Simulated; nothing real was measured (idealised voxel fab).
The process module that follows is named voxel wiring stack.
FYI the section here is cut, 280 nm wide, cells are 5 nm squares.
In what follows, cross-sections appear as grids of square cells, described through bands that run from the top down, where every band is one or more rows of cells. For a band, the entry starts with two heights in nm, that of the top and then that of the bottom, and carries on with the band's materials in order from left to right, each alongside its width in nm; the word "everywhere" beside a single material means it fills the band edge to edge, and "blank" means empty space. Note: height 0 marks the level under which the wafer is uniformly one material as received. Lowest band unbounded below, written "0 nm and below". Read "30..40" as a graded width: first number on top, second number at the bottom, same change between each pair of neighbouring rows. Step note "nothing got changed" = no cross-section cell changed. Basically, "Enclosed internal cavities" tells you about the enclosed voids: empty spaces with no open way to the top, 8 cells or bigger, each written width x height at distance, where distance is from the left edge, all in nm. If you see something after the settings on a step's line, that's the simulator's own remark about that step. overlay nm: mask right of planned place by this much (step with mask). Neg. = left.

## List of planned process steps
| 1 | RECEIVE with material Si |
| 2 | CONFORMAL_DEP with material SiO2, thk nm 10 |
| 3 | CONFORMAL_DEP with material SiN, thk nm 5 |
| 4 | DIRECTIONAL_DEP with material lowk, thk nm 20 |
| 5 | MASKED_ETCH with tone open, mask id METAL_1, width nm 20, pitch nm 50, etch materials lowk, depth nm 20, overlay nm 0 |
| 6 | MASKED_ETCH with tone open, mask id METAL_1, width nm 20, pitch nm 50, etch materials SiN, depth nm 5, overlay nm 0 |
| 7 | CONFORMAL_DEP with material TiN, thk nm 5 |
| 8 | FILL_DEP with material W, thk nm 10 |
| 9 | CMP with height nm 35 |
| 10 | CONFORMAL_DEP with material SiCN, thk nm 5 |
| 11 | DIRECTIONAL_DEP with material SiO2, thk nm 10 |
| 12 | DIRECTIONAL_DEP with material aC, thk nm 15 |
| 13 | PATTERN with tone open, mask id PLUG_1, material resist, width nm 15, pitch nm 50, thk nm 35, overlay nm 0 |
| 14 | DIRECTIONAL_ETCH with etch materials aC, depth nm 15 |
| 15 | STRIP with etch materials resist |
| 16 | DIRECTIONAL_ETCH with etch materials SiO2, depth nm 10 |
| 17 | DIRECTIONAL_ETCH with etch materials SiCN, depth nm 5 |
| 18 | STRIP with etch materials aC |
| 19 | EPI with material Ru, thk nm 10 |
| 20 | EPI with material Ru, thk nm 5 |
| 21 | DIRECTIONAL_DEP with material TiN, thk nm 5 |
| 22 | DIRECTIONAL_DEP with material Ru, thk nm 25 |
| 23 | DIRECTIONAL_DEP with material aC, thk nm 10 |
| 24 | PATTERN with tone cover, mask id METAL_2, material resist, width nm 20, pitch nm 50, thk nm 25, overlay nm 0 |
| 25 | DIRECTIONAL_ETCH with etch materials aC, depth nm 10 |
| 26 | STRIP with etch materials resist |
| 27 | DIRECTIONAL_ETCH with etch materials Ru, depth nm 25 |
| 28 | DIRECTIONAL_ETCH with etch materials TiN, depth nm 5 |
| 29 | STRIP with etch materials aC |
| 30 | FILL_DEP with material lowk, thk nm 10 |
| 31 | CMP with height nm 80 |
| 32 | CONFORMAL_DEP with material SiN, thk nm 5 |

## Incoming wafer in cross-section (state: after step 1)
- 0 nm and below: Si everywhere
- Enclosed internal cavities: none

## Here's the wafer cut in cross-section after the module, started and planned just like above, except one thing was done wrong in the run
- 85 nm to 80 nm: SiN everywhere
- 80 nm to 55 nm: 55 Ru, then 20 lowk, then 30 Ru, then 20 lowk, then 30 Ru, then 20 lowk, then 30 Ru, then 20 lowk, then 55 Ru
- 55 nm to 50 nm: 55 TiN, then 20 lowk, then 30 TiN, then 20 lowk, then 30 TiN, then 20 lowk, then 30 TiN, then 20 lowk, then 55 TiN
- 50 nm to 40 nm: 55 SiO2, then 15 Ru, then 35 SiO2, then 15 Ru, then 35 SiO2, then 15 Ru, then 35 SiO2, then 15 Ru, then 60 SiO2
- 40 nm to 35 nm: 55 SiCN, then 15 Ru, then 35 SiCN, then 15 Ru, then 35 SiCN, then 15 Ru, then 35 SiCN, then 15 Ru, then 60 SiCN
- 35 nm to 15 nm: 55 lowk, then 5 TiN, then 10 W, then 5 TiN, then 30 lowk, then 5 TiN, then 10 W, then 5 TiN, then 30 lowk, then 5 TiN, then 10 W, then 5 TiN, then 30 lowk, then 5 TiN, then 10 W, then 5 TiN, then 55 lowk
- 15 nm to 10 nm: 55 SiN, then 20 TiN, then 30 SiN, then 20 TiN, then 30 SiN, then 20 TiN, then 30 SiN, then 20 TiN, then 55 SiN
- 10 nm to 0 nm: SiO2 everywhere
- 0 nm and below: Si everywhere
- Enclosed internal cavities: none
Where did the run depart from the plan? for step 24, the planned setting was not used; the step was instead run as PATTERN with tone open, mask id METAL_2, material resist, width nm 20, pitch nm 50, thk nm 25, overlay nm 0
